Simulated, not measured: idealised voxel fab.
Process module heading - voxel ribs on slabs
Section cut is 270 nm wide and gridded with 5 nm square cells.
The cross-sections in this document take the form of a grid made of square cells. They are written out as bands, in order from top to bottom. Each band consists of one or more rows of cells.
The entry gives the band's vertical extent as a top height and a bottom height in nm, then its horizontal make-up as materials from left to right, each with a width in nm. "empty" stands for empty space; a single material marked "edge to edge" fills the band edge to edge.
All heights in this document are referenced to 0, defined as the level beneath which the wafer, as received, consists entirely of one material. The lowest band is not bounded below; it extends indefinitely downward and is written in the form "0 down".
With a width like "30->40", each row of cells in the band differs from the next by the same amount, the top row carrying the first number and the bottom row the second.
Where a step carries "no alteration", the cross-section came out of it unchanged, cell for cell.
Reported under the label "Closed internal voids" are the empty spaces having no open way to the top and comprising 8 cells or more; the notation for each is width x height at distance, in which the distance is measured from the left edge and all three values are in nm.
That trailing text on a step's line, after the settings, is the simulator's own remark on the step.
overlay nm: mask right of planned place by this much (step with mask). Neg. = left.
-- The following list gives the planned process steps
1) RECEIVE [material Si]
2) DIRECTIONAL_DEP [material SiO2] [thk nm 30]
3) DIRECTIONAL_DEP [material polySi] [thk nm 15]
4) MASKED_ETCH [tone cover] [mask id RIB] [width nm 30] [etch materials polySi] [depth nm 10] [overlay nm 0]
5) MASKED_ETCH [tone cover] [mask id SLAB] [width nm 60] [etch materials polySi] [depth nm 5] [overlay nm 0]
6) FILL_DEP [material SiO2] [thk nm 25]
7) CMP [height nm 60]
8) DIRECTIONAL_DEP [material W] [thk nm 10]
9) PATTERN [tone cover] [mask id HEATER] [material resist] [width nm 40] [thk nm 20] [overlay nm 0]
10) DIRECTIONAL_ETCH [etch materials W] [depth nm 10]
11) STRIP [etch materials resist]
12) CONFORMAL_DEP [material SiN] [thk nm 5]
-- The first of a set of two wafers, run to plan
-- Cross-section, incoming material, after step 1
  0 down | Si edge to edge
  Closed internal voids: none
-- Sectional view: wafer, after step 2
  30 to 0 | SiO2 edge to edge
  No changes below 0.
-- Sectional view: wafer, after step 3
  45 to 30 | polySi edge to edge
  No changes below 30.
-- Sectional view: wafer, after step 4
  45 to 35 | 120 of empty  30 of polySi  120 of empty
  No changes below 35.
-- Sectional view: wafer, after step 5
  45 to 35 | 120 of empty  30 of polySi  120 of empty
  35 to 30 | 105 of empty  60 of polySi  105 of empty
  No changes below 30.
-- Sectional view: wafer, after step 6
  70 to 45 | SiO2 edge to edge
  45 to 35 | 120 of SiO2  30 of polySi  120 of SiO2
  35 to 30 | 105 of SiO2  60 of polySi  105 of SiO2
  No changes below 30.
-- Sectional view: wafer, after step 7
  60 to 45 | SiO2 edge to edge
  No changes below 45.
-- Sectional view: wafer, after step 8
  70 to 60 | W edge to edge
  No changes below 60.
-- Sectional view: wafer, after step 9
  90 to 70 | 115 of empty  40 of resist  115 of empty
  No changes below 70.
-- Sectional view: wafer, after step 10
  90 to 70 | 115 of empty  40 of resist  115 of empty
  70 to 60 | 115 of empty  40 of W  115 of empty
  No changes below 60.
-- Sectional view: wafer, after step 11
  70 to 60 | 115 of empty  40 of W  115 of empty
  No changes below 60.
-- Sectional view: wafer, after step 12
  75 to 70 | 110 of empty  50 of SiN  110 of empty
  70 to 65 | 110 of empty  5 of SiN  40 of W  5 of SiN  110 of empty
  65 to 60 | 115 of SiN  40 of W  115 of SiN
  No changes below 60.
-- What follows concerns the second wafer, which started out like the first and was meant to follow the very same plan; one mistake crept in when it was run, but everything up to and including step 1 is the same as for the first wafer
-- Second wafer, cut view, end of step 2 per plan
  30 to 0 | W edge to edge
  No changes below 0.
-- Second wafer, cut view, end of step 3 per plan
  45 to 30 | polySi edge to edge
  No changes below 30.
-- Second wafer, cut view, end of step 4 per plan
  45 to 35 | 120 of empty  30 of polySi  120 of empty
  No changes below 35.
-- Second wafer, cut view, end of step 5 per plan
  45 to 35 | 120 of empty  30 of polySi  120 of empty
  35 to 30 | 105 of empty  60 of polySi  105 of empty
  No changes below 30.
-- Second wafer, cut view, end of step 6 per plan
  70 to 45 | SiO2 edge to edge
  45 to 35 | 120 of SiO2  30 of polySi  120 of SiO2
  35 to 30 | 105 of SiO2  60 of polySi  105 of SiO2
  No changes below 30.
-- Second wafer, cut view, end of step 7 per plan
  60 to 45 | SiO2 edge to edge
  No changes below 45.
-- Second wafer, cut view, end of step 8 per plan
  70 to 60 | W edge to edge
  No changes below 60.
-- Second wafer, cut view, end of step 9 per plan
  90 to 70 | 115 of empty  40 of resist  115 of empty
  No changes below 70.
-- Second wafer, cut view, end of step 10 per plan
  90 to 70 | 115 of empty  40 of resist  115 of empty
  70 to 60 | 115 of empty  40 of W  115 of empty
  No changes below 60.
-- Second wafer, cut view, end of step 11 per plan
  70 to 60 | 115 of empty  40 of W  115 of empty
  No changes below 60.
-- Second wafer, cut view, end of step 12 per plan
  75 to 70 | 110 of empty  50 of SiN  110 of empty
  70 to 65 | 110 of empty  5 of SiN  40 of W  5 of SiN  110 of empty
  65 to 60 | 115 of SiN  40 of W  115 of SiN
  No changes below 60.
What was the processing mistake? rather than as planned, step 2 actually ran as DIRECTIONAL_DEP [material W] [thk nm 30]
Wafer comparison, final, in cells, second relative to first, materials more or fewer: 324 fewer of SiO2; 324 more of W
